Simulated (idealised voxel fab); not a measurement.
Herein follows the process module entitled voxel self aligned vias.
The cross-section on display is named cut; it measures 295 nm wide, and its cells are 5 nm squares.
Cross-section spec: square-cell grid; bands listed top down; each band is one or more rows. Top, bottom (nm), then materials left to right with widths (nm); lone material tagged "everywhere" fills the whole band edge to edge; "blank" = empty space. The reference from which all heights are counted is 0, the level beneath which the as-received wafer is entirely one material; the lowest band, having no lower bound, proceeds downward and is written after the example "z 0 and below". Width: "30..40" (first number = top row, second number = bottom row, same change from row to row of cells). Step marked "everything unchanged"? Then no cell in the cross-section changed in it. Each empty space that has no open way to the top and spans at least 8 cells appears under "Encapsulated voids" as width x height at distance, the distance counted from the left edge, all in nm. That trailing text on a step's line, after the settings, is the simulator's own remark on the step. "overlay nm", when on a step's line for a step with a mask, measures how far to the right of its planned place the mask lay; a negative measure means to the left. Reading key. Pairs: pre-step and post-step cross-section, one process step apart; post-step view only to lowest changed band. Step between + settings: beneath pair. Runs: pairs may be from different runs of this module, same starting wafer. Continuation from pair above: only where "Ex-ante state" entry says.

Ex-ante state
	z 80 to 65  aC 55, blank 40, aC 30, blank 40, aC 30, blank 40, aC 60
	z 65 to 45  lowk 55, blank 40, lowk 30, blank 40, lowk 30, blank 40, lowk 60
	z 45 to 30  lowk 65, SiN 20, lowk 50, SiN 20, lowk 50, SiN 20, lowk 70
	z 30 to 25  lowk 65, TiN 5, W 10, TiN 5, lowk 50, TiN 5, W 10, TiN 5, lowk 50, TiN 5, W 10, TiN 5, lowk 70
	z 25 to 20  lowk 65, TiN 20, lowk 50, TiN 20, lowk 50, TiN 20, lowk 70
	z 20 to 15  SiCN everywhere
	z 15 to 0  SiO2 everywhere
	z 0 and below  Si everywhere
	Encapsulated voids: none

Post-Step Section View
	z 80 to 65  aC 55, blank 40, aC 30, blank 40, aC 30, blank 40, aC 60
	z 65 to 45  lowk 55, blank 40, lowk 30, blank 40, lowk 30, blank 40, lowk 60
	z 45 to 35  lowk 65, blank 20, lowk 50, blank 20, lowk 50, blank 20, lowk 70
	All layers under 35 are left as they were.
	Encapsulated voids: none
Which operation links the two cross-sections above? DIRECTIONAL_ETCH | etch materials SiN | depth nm 10

Ex-ante state: The initial state for this step is given by the after cross-section of the immediately preceding pair.

Post-Step Section View
	z 65 to 45  lowk 55, blank 40, lowk 30, blank 40, lowk 30, blank 40, lowk 60
	All layers under 45 are left as they were.
	Encapsulated voids: none
Which operation links the two cross-sections above? STRIP | etch materials aC

Ex-ante state: The initial state for this step is given by the after cross-section of the immediately preceding pair.

Post-Step Section View
	z 70 to 65  TiN 60, blank 30, TiN 40, blank 30, TiN 40, blank 30, TiN 65
	z 65 to 50  lowk 55, TiN 5, blank 30, TiN 5, lowk 30, TiN 5, blank 30, TiN 5, lowk 30, TiN 5, blank 30, TiN 5, lowk 60
	z 50 to 40  lowk 55..65, TiN 15..5, blank 10, TiN 15..5, lowk 30..50, TiN 15..5, blank 10, TiN 15..5, lowk 30..50, TiN 15..5, blank 10, TiN 15..5, lowk 60..70
	z 40 to 35  lowk 65, TiN 20, lowk 50, TiN 20, lowk 50, TiN 20, lowk 70
	All layers under 35 are left as they were.
	Encapsulated voids: none
Which operation links the two cross-sections above? CONFORMAL_DEP | material TiN | thk nm 5

Ex-ante state: The initial state for this step is given by the after cross-section of the immediately preceding pair.

Post-Step Section View
	z 80 to 70  Cu everywhere
	z 70 to 65  TiN 60, Cu 30, TiN 40, Cu 30, TiN 40, Cu 30, TiN 65
	z 65 to 50  lowk 55, TiN 5, Cu 30, TiN 5, lowk 30, TiN 5, Cu 30, TiN 5, lowk 30, TiN 5, Cu 30, TiN 5, lowk 60
	z 50 to 40  lowk 55..65, TiN 15..5, Cu 10, TiN 15..5, lowk 30..50, TiN 15..5, Cu 10, TiN 15..5, lowk 30..50, TiN 15..5, Cu 10, TiN 15..5, lowk 60..70
	All layers under 40 are left as they were.
	Encapsulated voids: none
Which operation links the two cross-sections above? FILL_DEP | material Cu | thk nm 10

Ex-ante state: The initial state for this step is given by the after cross-section of the immediately preceding pair.

Post-Step Section View
	z 65 to 50  lowk 55, TiN 5, Cu 30, TiN 5, lowk 30, TiN 5, Cu 30, TiN 5, lowk 30, TiN 5, Cu 30, TiN 5, lowk 60
	All layers under 50 are left as they were.
	Encapsulated voids: none
Which operation links the two cross-sections above? CMP | height nm 65

Ex-ante state: The initial state for this step is given by the after cross-section of the immediately preceding pair.

Post-Step Section View
	z 70 to 65  SiCN everywhere
	All layers under 65 are left as they were.
	Encapsulated voids: none
Which operation links the two cross-sections above? CONFORMAL_DEP | material SiCN | thk nm 5

Ex-ante state
	z 45 to 20  lowk everywhere
	z 20 to 15  SiCN everywhere
	z 15 to 0  SiO2 everywhere
	z 0 and below  Si everywhere
	Encapsulated voids: none

Post-Step Section View
	z 45 to 20  lowk 70, blank 15, lowk 55, blank 15, lowk 55, blank 15, lowk 70
	All layers under 20 are left as they were.
	Encapsulated voids: none
Which operation links the two cross-sections above? MASKED_ETCH | tone open | mask id LINES | width nm 15 | pitch nm 70 | etch materials lowk | depth nm 25 | overlay nm 0

Ex-ante state: The initial state for this step is given by the after cross-section of the immediately preceding pair.

Post-Step Section View
	z 50 to 45  TiN 75, blank 5, TiN 65, blank 5, TiN 65, blank 5, TiN 75
	z 45 to 25  lowk 70, TiN 5, blank 5, TiN 5, lowk 55, TiN 5, blank 5, TiN 5, lowk 55, TiN 5, blank 5, TiN 5, lowk 70
	z 25 to 20  lowk 70, TiN 15, lowk 55, TiN 15, lowk 55, TiN 15, lowk 70
	All layers under 20 are left as they were.
	Encapsulated voids: none
Which operation links the two cross-sections above? CONFORMAL_DEP | material TiN | thk nm 5

Ex-ante state: The initial state for this step is given by the after cross-section of the immediately preceding pair.

Post-Step Section View
	z 60 to 50  W everywhere
	z 50 to 45  TiN 75, W 5, TiN 65, W 5, TiN 65, W 5, TiN 75
	z 45 to 25  lowk 70, TiN 5, W 5, TiN 5, lowk 55, TiN 5, W 5, TiN 5, lowk 55, TiN 5, W 5, TiN 5, lowk 70
	All layers under 25 are left as they were.
	Encapsulated voids: none
Which operation links the two cross-sections above? FILL_DEP | material W | thk nm 10

Ex-ante state: The initial state for this step is given by the after cross-section of the immediately preceding pair.

Post-Step Section View
	z 45 to 25  lowk 70, TiN 5, W 5, TiN 5, lowk 55, TiN 5, W 5, TiN 5, lowk 55, TiN 5, W 5, TiN 5, lowk 70
	All layers under 25 are left as they were.
	Encapsulated voids: none
Which operation links the two cross-sections above? CMP | height nm 45

Ex-ante state: The initial state for this step is given by the after cross-section of the immediately preceding pair.

Post-Step Section View
	z 45 to 35  lowk 70, blank 15, lowk 55, blank 15, lowk 55, blank 15, lowk 70
	All layers under 35 are left as they were.
	Encapsulated voids: none
Which operation links the two cross-sections above? SELECTIVE_ETCH | etch materials W Ru TiN | depth nm 10

Ex-ante state: The initial state for this step is given by the after cross-section of the immediately preceding pair.

Post-Step Section View
	z 50 to 45  SiN everywhere
	z 45 to 35  lowk 70, SiN 15, lowk 55, SiN 15, lowk 55, SiN 15, lowk 70
	All layers under 35 are left as they were.
	Encapsulated voids: none
Which operation links the two cross-sections above? FILL_DEP | material SiN | thk nm 5

Ex-ante state: The initial state for this step is given by the after cross-section of the immediately preceding pair.

Post-Step Section View
	z 45 to 35  lowk 70, SiN 15, lowk 55, SiN 15, lowk 55, SiN 15, lowk 70
	All layers under 35 are left as they were.
	Encapsulated voids: none
Which operation links the two cross-sections above? CMP | height nm 45

Ex-ante state: The initial state for this step is given by the after cross-section of the immediately preceding pair.

Post-Step Section View
	z 65 to 45  lowk everywhere
	All layers under 45 are left as they were.
	Encapsulated voids: none
Which operation links the two cross-sections above? DIRECTIONAL_DEP | material lowk | thk nm 20

Ex-ante state: The initial state for this step is given by the after cross-section of the immediately preceding pair.

Post-Step Section View
	z 80 to 65  aC everywhere
	All layers under 65 are left as they were.
	Encapsulated voids: none
Which operation links the two cross-sections above? DIRECTIONAL_DEP | material aC | thk nm 15

Ex-ante state: The initial state for this step is given by the after cross-section of the immediately preceding pair.

Post-Step Section View
	z 115 to 80  resist 55, blank 40, resist 30, blank 40, resist 30, blank 40, resist 60
	All layers under 80 are left as they were.
	Encapsulated voids: none
Which operation links the two cross-sections above? PATTERN | tone open | mask id VIAS | material resist | width nm 40 | pitch nm 70 | thk nm 35 | overlay nm 0

Ex-ante state: The initial state for this step is given by the after cross-section of the immediately preceding pair.

Post-Step Section View
	z 100 to 80  resist 55, blank 40, resist 30, blank 40, resist 30, blank 40, resist 60
	z 80 to 65  aC 55, blank 40, aC 30, blank 40, aC 30, blank 40, aC 60
	All layers under 65 are left as they were.
	Encapsulated voids: none
Which operation links the two cross-sections above? DIRECTIONAL_ETCH | etch materials aC | depth nm 15

Ex-ante state: The initial state for this step is given by the after cross-section of the immediately preceding pair.

Post-Step Section View
	z 80 to 65  aC 55, blank 40, aC 30, blank 40, aC 30, blank 40, aC 60
	All layers under 65 are left as they were.
	Encapsulated voids: none
Which operation links the two cross-sections above? STRIP | etch materials resist

Ex-ante state: The initial state for this step is given by the after cross-section of the immediately preceding pair.

Post-Step Section View
	z 80 to 65  aC 55, blank 40, aC 30, blank 40, aC 30, blank 40, aC 60
	z 65 to 45  lowk 55, blank 40, lowk 30, blank 40, lowk 30, blank 40, lowk 60
	All layers under 45 are left as they were.
	Encapsulated voids: none
Which operation links the two cross-sections above? DIRECTIONAL_ETCH | etch materials lowk | depth nm 20

Ex-ante state: The initial state for this step is given by the after cross-section of the immediately preceding pair.

Post-Step Section View
	z 80 to 65  aC 55, blank 40, aC 30, blank 40, aC 30, blank 40, aC 60
	z 65 to 45  lowk 55, blank 40, lowk 30, blank 40, lowk 30, blank 40, lowk 60
	z 45 to 35  lowk 70, blank 15, lowk 55, blank 15, lowk 55, blank 15, lowk 70
	All layers under 35 are left as they were.
	Encapsulated voids: none
Which operation links the two cross-sections above? DIRECTIONAL_ETCH | etch materials SiN | depth nm 10

Ex-ante state: The initial state for this step is given by the after cross-section of the immediately preceding pair.

Post-Step Section View
	z 65 to 45  lowk 55, blank 40, lowk 30, blank 40, lowk 30, blank 40, lowk 60
	All layers under 45 are left as they were.
	Encapsulated voids: none
Which operation links the two cross-sections above? STRIP | etch materials aC

Ex-ante state: The initial state for this step is given by the after cross-section of the immediately preceding pair.

Post-Step Section View
	z 70 to 65  TiN 60, blank 30, TiN 40, blank 30, TiN 40, blank 30, TiN 65
	z 65 to 50  lowk 55, TiN 5, blank 30, TiN 5, lowk 30, TiN 5, blank 30, TiN 5, lowk 30, TiN 5, blank 30, TiN 5, lowk 60
	z 50 to 40  lowk 55..70, TiN 20..5, blank 5, TiN 15..5, lowk 30..55, TiN 20..5, blank 5, TiN 15..5, lowk 30..55, TiN 20..5, blank 5, TiN 15..5, lowk 60..70
	z 40 to 35  lowk 70, TiN 15, lowk 55, TiN 15, lowk 55, TiN 15, lowk 70
	All layers under 35 are left as they were.
	Encapsulated voids: none
Which operation links the two cross-sections above? CONFORMAL_DEP | material TiN | thk nm 5

Ex-ante state: The initial state for this step is given by the after cross-section of the immediately preceding pair.

Post-Step Section View
	z 80 to 70  Cu everywhere
	z 70 to 65  TiN 60, Cu 30, TiN 40, Cu 30, TiN 40, Cu 30, TiN 65
	z 65 to 50  lowk 55, TiN 5, Cu 30, TiN 5, lowk 30, TiN 5, Cu 30, TiN 5, lowk 30, TiN 5, Cu 30, TiN 5, lowk 60
	z 50 to 40  lowk 55..70, TiN 20..5, Cu 5, TiN 15..5, lowk 30..55, TiN 20..5, Cu 5, TiN 15..5, lowk 30..55, TiN 20..5, Cu 5, TiN 15..5, lowk 60..70
	All layers under 40 are left as they were.
	Encapsulated voids: none
Which operation links the two cross-sections above? FILL_DEP | material Cu | thk nm 10

Ex-ante state: The initial state for this step is given by the after cross-section of the immediately preceding pair.

Post-Step Section View
	z 65 to 50  lowk 55, TiN 5, Cu 30, TiN 5, lowk 30, TiN 5, Cu 30, TiN 5, lowk 30, TiN 5, Cu 30, TiN 5, lowk 60
	All layers under 50 are left as they were.
	Encapsulated voids: none
Which operation links the two cross-sections above? CMP | height nm 65

Ex-ante state: The initial state for this step is given by the after cross-section of the immediately preceding pair.

Post-Step Section View
	z 70 to 65  SiCN everywhere
	All layers under 65 are left as they were.
	Encapsulated voids: none
Which operation links the two cross-sections above? CONFORMAL_DEP | material SiCN | thk nm 5

Ex-ante state
	z 80 to 65  aC everywhere
	z 65 to 45  lowk everywhere
	z 45 to 35  lowk 65, SiN 20, lowk 50, SiN 20, lowk 50, SiN 20, lowk 70
	z 35 to 25  lowk 65, TiN 5, W 10, TiN 5, lowk 50, TiN 5, W 10, TiN 5, lowk 50, TiN 5, W 10, TiN 5, lowk 70
	z 25 to 20  lowk 65, TiN 20, lowk 50, TiN 20, lowk 50, TiN 20, lowk 70
	z 20 to 15  SiCN everywhere
	z 15 to 0  SiO2 everywhere
	z 0 and below  Si everywhere
	Encapsulated voids: none

Post-Step Section View
	z 115 to 80  resist 60, blank 40, resist 30, blank 40, resist 30, blank 40, resist 55
	All layers under 80 are left as they were.
	Encapsulated voids: none
Which operation links the two cross-sections above? PATTERN | tone open | mask id VIAS | material resist | width nm 40 | pitch nm 70 | thk nm 35 | overlay nm 5

Ex-ante state: The initial state for this step is given by the after cross-section of the immediately preceding pair.

Post-Step Section View
	z 100 to 80  resist 60, blank 40, resist 30, blank 40, resist 30, blank 40, resist 55
	z 80 to 65  aC 60, blank 40, aC 30, blank 40, aC 30, blank 40, aC 55
	All layers under 65 are left as they were.
	Encapsulated voids: none
Which operation links the two cross-sections above? DIRECTIONAL_ETCH | etch materials aC | depth nm 15

Ex-ante state: The initial state for this step is given by the after cross-section of the immediately preceding pair.

Post-Step Section View
	z 80 to 65  aC 60, blank 40, aC 30, blank 40, aC 30, blank 40, aC 55
	All layers under 65 are left as they were.
	Encapsulated voids: none
Which operation links the two cross-sections above? STRIP | etch materials resist

Ex-ante state: The initial state for this step is given by the after cross-section of the immediately preceding pair.

Post-Step Section View
	z 80 to 65  aC 60, blank 40, aC 30, blank 40, aC 30, blank 40, aC 55
	z 65 to 45  lowk 60, blank 40, lowk 30, blank 40, lowk 30, blank 40, lowk 55
	All layers under 45 are left as they were.
	Encapsulated voids: none
Which operation links the two cross-sections above? DIRECTIONAL_ETCH | etch materials lowk | depth nm 20

Ex-ante state: The initial state for this step is given by the after cross-section of the immediately preceding pair.

Post-Step Section View
	z 80 to 65  aC 60, blank 40, aC 30, blank 40, aC 30, blank 40, aC 55
	z 65 to 45  lowk 60, blank 40, lowk 30, blank 40, lowk 30, blank 40, lowk 55
	z 45 to 35  lowk 65, blank 20, lowk 50, blank 20, lowk 50, blank 20, lowk 70
	All layers under 35 are left as they were.
	Encapsulated voids: none
Which operation links the two cross-sections above? DIRECTIONAL_ETCH | etch materials SiN | depth nm 10

Ex-ante state: The initial state for this step is given by the after cross-section of the immediately preceding pair.

Post-Step Section View
	z 65 to 45  lowk 60, blank 40, lowk 30, blank 40, lowk 30, blank 40, lowk 55
	All layers under 45 are left as they were.
	Encapsulated voids: none
Which operation links the two cross-sections above? STRIP | etch materials aC

Ex-ante state: The initial state for this step is given by the after cross-section of the immediately preceding pair.

Post-Step Section View
	z 70 to 65  TiN 65, blank 30, TiN 40, blank 30, TiN 40, blank 30, TiN 60
	z 65 to 50  lowk 60, TiN 5, blank 30, TiN 5, lowk 30, TiN 5, blank 30, TiN 5, lowk 30, TiN 5, blank 30, TiN 5, lowk 55
	z 50 to 40  lowk 60..65, TiN 10..5, blank 10, TiN 20..5, lowk 30..50, TiN 10..5, blank 10, TiN 20..5, lowk 30..50, TiN 10..5, blank 10, TiN 20..5, lowk 55..70
	z 40 to 35  lowk 65, TiN 20, lowk 50, TiN 20, lowk 50, TiN 20, lowk 70
	All layers under 35 are left as they were.
	Encapsulated voids: none
Which operation links the two cross-sections above? CONFORMAL_DEP | material TiN | thk nm 5

Ex-ante state: The initial state for this step is given by the after cross-section of the immediately preceding pair.

Post-Step Section View
	z 80 to 70  Cu everywhere
	z 70 to 65  TiN 65, Cu 30, TiN 40, Cu 30, TiN 40, Cu 30, TiN 60
	z 65 to 50  lowk 60, TiN 5, Cu 30, TiN 5, lowk 30, TiN 5, Cu 30, TiN 5, lowk 30, TiN 5, Cu 30, TiN 5, lowk 55
	z 50 to 40  lowk 60..65, TiN 10..5, Cu 10, TiN 20..5, lowk 30..50, TiN 10..5, Cu 10, TiN 20..5, lowk 30..50, TiN 10..5, Cu 10, TiN 20..5, lowk 55..70
	All layers under 40 are left as they were.
	Encapsulated voids: none
Which operation links the two cross-sections above? FILL_DEP | material Cu | thk nm 10

Ex-ante state: The initial state for this step is given by the after cross-section of the immediately preceding pair.

Post-Step Section View
	z 65 to 50  lowk 60, TiN 5, Cu 30, TiN 5, lowk 30, TiN 5, Cu 30, TiN 5, lowk 30, TiN 5, Cu 30, TiN 5, lowk 55
	All layers under 50 are left as they were.
	Encapsulated voids: none
Which operation links the two cross-sections above? CMP | height nm 65

Ex-ante state: The initial state for this step is given by the after cross-section of the immediately preceding pair.

Post-Step Section View
	z 70 to 65  SiCN everywhere
	All layers under 65 are left as they were.
	Encapsulated voids: none
Which operation links the two cross-sections above? CONFORMAL_DEP | material SiCN | thk nm 5

Ex-ante state
	z 65 to 45  lowk 55, blank 40, lowk 30, blank 40, lowk 30, blank 40, lowk 60
	z 45 to 35  lowk 65, blank 20, lowk 50, blank 20, lowk 50, blank 20, lowk 70
	z 35 to 25  lowk 65, TiN 5, W 10, TiN 5, lowk 50, TiN 5, W 10, TiN 5, lowk 50, TiN 5, W 10, TiN 5, lowk 70
	z 25 to 20  lowk 65, TiN 20, lowk 50, TiN 20, lowk 50, TiN 20, lowk 70
	z 20 to 15  SiCN everywhere
	z 15 to 0  SiO2 everywhere
	z 0 and below  Si everywhere
	Encapsulated voids: none

Post-Step Section View
	z 70 to 65  SiO2 60, blank 30, SiO2 40, blank 30, SiO2 40, blank 30, SiO2 65
	z 65 to 50  lowk 55, SiO2 5, blank 30, SiO2 5, lowk 30, SiO2 5, blank 30, SiO2 5, lowk 30, SiO2 5, blank 30, SiO2 5, lowk 60
	z 50 to 40  lowk 55..65, SiO2 15..5, blank 10, SiO2 15..5, lowk 30..50, SiO2 15..5, blank 10, SiO2 15..5, lowk 30..50, SiO2 15..5, blank 10, SiO2 15..5, lowk 60..70
	z 40 to 35  lowk 65, SiO2 20, lowk 50, SiO2 20, lowk 50, SiO2 20, lowk 70
	All layers under 35 are left as they were.
	Encapsulated voids: none
Which operation links the two cross-sections above? CONFORMAL_DEP | material SiO2 | thk nm 5

Ex-ante state: The initial state for this step is given by the after cross-section of the immediately preceding pair.

Post-Step Section View
	z 80 to 70  Cu everywhere
	z 70 to 65  SiO2 60, Cu 30, SiO2 40, Cu 30, SiO2 40, Cu 30, SiO2 65
	z 65 to 50  lowk 55, SiO2 5, Cu 30, SiO2 5, lowk 30, SiO2 5, Cu 30, SiO2 5, lowk 30, SiO2 5, Cu 30, SiO2 5, lowk 60
	z 50 to 40  lowk 55..65, SiO2 15..5, Cu 10, SiO2 15..5, lowk 30..50, SiO2 15..5, Cu 10, SiO2 15..5, lowk 30..50, SiO2 15..5, Cu 10, SiO2 15..5, lowk 60..70
	All layers under 40 are left as they were.
	Encapsulated voids: none
Which operation links the two cross-sections above? FILL_DEP | material Cu | thk nm 10

Ex-ante state: The initial state for this step is given by the after cross-section of the immediately preceding pair.

Post-Step Section View
	z 65 to 50  lowk 55, SiO2 5, Cu 30, SiO2 5, lowk 30, SiO2 5, Cu 30, SiO2 5, lowk 30, SiO2 5, Cu 30, SiO2 5, lowk 60
	All layers under 50 are left as they were.
	Encapsulated voids: none
Which operation links the two cross-sections above? CMP | height nm 65

Ex-ante state: The initial state for this step is given by the after cross-section of the immediately preceding pair.

Post-Step Section View
	z 70 to 65  SiCN everywhere
	All layers under 65 are left as they were.
	Encapsulated voids: none
Which operation links the two cross-sections above? CONFORMAL_DEP | material SiCN | thk nm 5

Ex-ante state
	z 45 to 20  lowk everywhere
	z 20 to 15  SiCN everywhere
	z 15 to 0  SiO2 everywhere
	z 0 and below  Si everywhere
	Encapsulated voids: none

Post-Step Section View
	z 45 to 20  blank 65, lowk 20, blank 50, lowk 20, blank 50, lowk 20, blank 70
	All layers under 20 are left as they were.
	Encapsulated voids: none
Which operation links the two cross-sections above? MASKED_ETCH | tone cover | mask id LINES | width nm 20 | pitch nm 70 | etch materials lowk | depth nm 25 | overlay nm 0

Ex-ante state: The initial state for this step is given by the after cross-section of the immediately preceding pair.

Post-Step Section View
	z 50 to 45  blank 60, TiN 30, blank 40, TiN 30, blank 40, TiN 30, blank 65
	z 45 to 25  blank 60, TiN 5, lowk 20, TiN 5, blank 40, TiN 5, lowk 20, TiN 5, blank 40, TiN 5, lowk 20, TiN 5, blank 65
	z 25 to 20  TiN 65, lowk 20, TiN 50, lowk 20, TiN 50, lowk 20, TiN 70
	All layers under 20 are left as they were.
	Encapsulated voids: none
Which operation links the two cross-sections above? CONFORMAL_DEP | material TiN | thk nm 5

Ex-ante state: The initial state for this step is given by the after cross-section of the immediately preceding pair.

Post-Step Section View
	z 60 to 50  W everywhere
	z 50 to 45  W 60, TiN 30, W 40, TiN 30, W 40, TiN 30, W 65
	z 45 to 25  W 60, TiN 5, lowk 20, TiN 5, W 40, TiN 5, lowk 20, TiN 5, W 40, TiN 5, lowk 20, TiN 5, W 65
	All layers under 25 are left as they were.
	Encapsulated voids: none
Which operation links the two cross-sections above? FILL_DEP | material W | thk nm 10

Ex-ante state: The initial state for this step is given by the after cross-section of the immediately preceding pair.

Post-Step Section View
	z 45 to 25  W 60, TiN 5, lowk 20, TiN 5, W 40, TiN 5, lowk 20, TiN 5, W 40, TiN 5, lowk 20, TiN 5, W 65
	All layers under 25 are left as they were.
	Encapsulated voids: none
Which operation links the two cross-sections above? CMP | height nm 45

Ex-ante state: The initial state for this step is given by the after cross-section of the immediately preceding pair.

Post-Step Section View
	z 45 to 35  blank 65, lowk 20, blank 50, lowk 20, blank 50, lowk 20, blank 70
	All layers under 35 are left as they were.
	Encapsulated voids: none
Which operation links the two cross-sections above? SELECTIVE_ETCH | etch materials W Ru TiN | depth nm 10

Ex-ante state: The initial state for this step is given by the after cross-section of the immediately preceding pair.

Post-Step Section View
	z 50 to 45  SiN everywhere
	z 45 to 35  SiN 65, lowk 20, SiN 50, lowk 20, SiN 50, lowk 20, SiN 70
	All layers under 35 are left as they were.
	Encapsulated voids: none
Which operation links the two cross-sections above? FILL_DEP | material SiN | thk nm 5

Ex-ante state: The initial state for this step is given by the after cross-section of the immediately preceding pair.

Post-Step Section View
	z 45 to 35  SiN 65, lowk 20, SiN 50, lowk 20, SiN 50, lowk 20, SiN 70
	All layers under 35 are left as they were.
	Encapsulated voids: none
Which operation links the two cross-sections above? CMP | height nm 45

Ex-ante state: The initial state for this step is given by the after cross-section of the immediately preceding pair.

Post-Step Section View
	z 65 to 45  lowk everywhere
	All layers under 45 are left as they were.
	Encapsulated voids: none
Which operation links the two cross-sections above? DIRECTIONAL_DEP | material lowk | thk nm 20

Ex-ante state: The initial state for this step is given by the after cross-section of the immediately preceding pair.

Post-Step Section View
	z 80 to 65  aC everywhere
	All layers under 65 are left as they were.
	Encapsulated voids: none
Which operation links the two cross-sections above? DIRECTIONAL_DEP | material aC | thk nm 15

Ex-ante state: The initial state for this step is given by the after cross-section of the immediately preceding pair.

Post-Step Section View
	z 115 to 80  resist 55, blank 40, resist 30, blank 40, resist 30, blank 40, resist 60
	All layers under 80 are left as they were.
	Encapsulated voids: none
Which operation links the two cross-sections above? PATTERN | tone open | mask id VIAS | material resist | width nm 40 | pitch nm 70 | thk nm 35 | overlay nm 0

Ex-ante state: The initial state for this step is given by the after cross-section of the immediately preceding pair.

Post-Step Section View
	z 100 to 80  resist 55, blank 40, resist 30, blank 40, resist 30, blank 40, resist 60
	z 80 to 65  aC 55, blank 40, aC 30, blank 40, aC 30, blank 40, aC 60
	All layers under 65 are left as they were.
	Encapsulated voids: none
Which operation links the two cross-sections above? DIRECTIONAL_ETCH | etch materials aC | depth nm 15

Ex-ante state: The initial state for this step is given by the after cross-section of the immediately preceding pair.

Post-Step Section View
	z 80 to 65  aC 55, blank 40, aC 30, blank 40, aC 30, blank 40, aC 60
	All layers under 65 are left as they were.
	Encapsulated voids: none
Which operation links the two cross-sections above? STRIP | etch materials resist

Ex-ante state: The initial state for this step is given by the after cross-section of the immediately preceding pair.

Post-Step Section View
	z 80 to 65  aC 55, blank 40, aC 30, blank 40, aC 30, blank 40, aC 60
	z 65 to 45  lowk 55, blank 40, lowk 30, blank 40, lowk 30, blank 40, lowk 60
	All layers under 45 are left as they were.
	Encapsulated voids: none
Which operation links the two cross-sections above? DIRECTIONAL_ETCH | etch materials lowk | depth nm 20

Ex-ante state: The initial state for this step is given by the after cross-section of the immediately preceding pair.

Post-Step Section View
	z 80 to 65  aC 55, blank 40, aC 30, blank 40, aC 30, blank 40, aC 60
	z 65 to 45  lowk 55, blank 40, lowk 30, blank 40, lowk 30, blank 40, lowk 60
	z 45 to 35  SiN 55, blank 10, lowk 20, blank 10, SiN 30, blank 10, lowk 20, blank 10, SiN 30, blank 10, lowk 20, blank 10, SiN 60
	All layers under 35 are left as they were.
	Encapsulated voids: none
Which operation links the two cross-sections above? DIRECTIONAL_ETCH | etch materials SiN | depth nm 10

Ex-ante state: The initial state for this step is given by the after cross-section of the immediately preceding pair.

Post-Step Section View
	z 65 to 45  lowk 55, blank 40, lowk 30, blank 40, lowk 30, blank 40, lowk 60
	All layers under 45 are left as they were.
	Encapsulated voids: none
Which operation links the two cross-sections above? STRIP | etch materials aC

Ex-ante state: The initial state for this step is given by the after cross-section of the immediately preceding pair.

Post-Step Section View
	z 70 to 65  TiN 60, blank 30, TiN 40, blank 30, TiN 40, blank 30, TiN 65
	z 65 to 50  lowk 55, TiN 5, blank 30, TiN 5, lowk 30, TiN 5, blank 30, TiN 5, lowk 30, TiN 5, blank 30, TiN 5, lowk 60
	z 50 to 45  lowk 55, TiN 40, lowk 30, TiN 40, lowk 30, TiN 40, lowk 60
	z 45 to 35  SiN 55, TiN 10, lowk 20, TiN 10, SiN 30, TiN 10, lowk 20, TiN 10, SiN 30, TiN 10, lowk 20, TiN 10, SiN 60
	All layers under 35 are left as they were.
	Encapsulated voids: none
Which operation links the two cross-sections above? CONFORMAL_DEP | material TiN | thk nm 5

Ex-ante state: The initial state for this step is given by the after cross-section of the immediately preceding pair.

Post-Step Section View
	z 80 to 70  Cu everywhere
	z 70 to 65  TiN 60, Cu 30, TiN 40, Cu 30, TiN 40, Cu 30, TiN 65
	z 65 to 50  lowk 55, TiN 5, Cu 30, TiN 5, lowk 30, TiN 5, Cu 30, TiN 5, lowk 30, TiN 5, Cu 30, TiN 5, lowk 60
	All layers under 50 are left as they were.
	Encapsulated voids: none
Which operation links the two cross-sections above? FILL_DEP | material Cu | thk nm 10

Ex-ante state: The initial state for this step is given by the after cross-section of the immediately preceding pair.

Post-Step Section View
	z 65 to 50  lowk 55, TiN 5, Cu 30, TiN 5, lowk 30, TiN 5, Cu 30, TiN 5, lowk 30, TiN 5, Cu 30, TiN 5, lowk 60
	All layers under 50 are left as they were.
	Encapsulated voids: none
Which operation links the two cross-sections above? CMP | height nm 65

Ex-ante state: The initial state for this step is given by the after cross-section of the immediately preceding pair.

Post-Step Section View
	z 70 to 65  SiCN everywhere
	All layers under 65 are left as they were.
	Encapsulated voids: none
Which operation links the two cross-sections above? CONFORMAL_DEP | material SiCN | thk nm 5
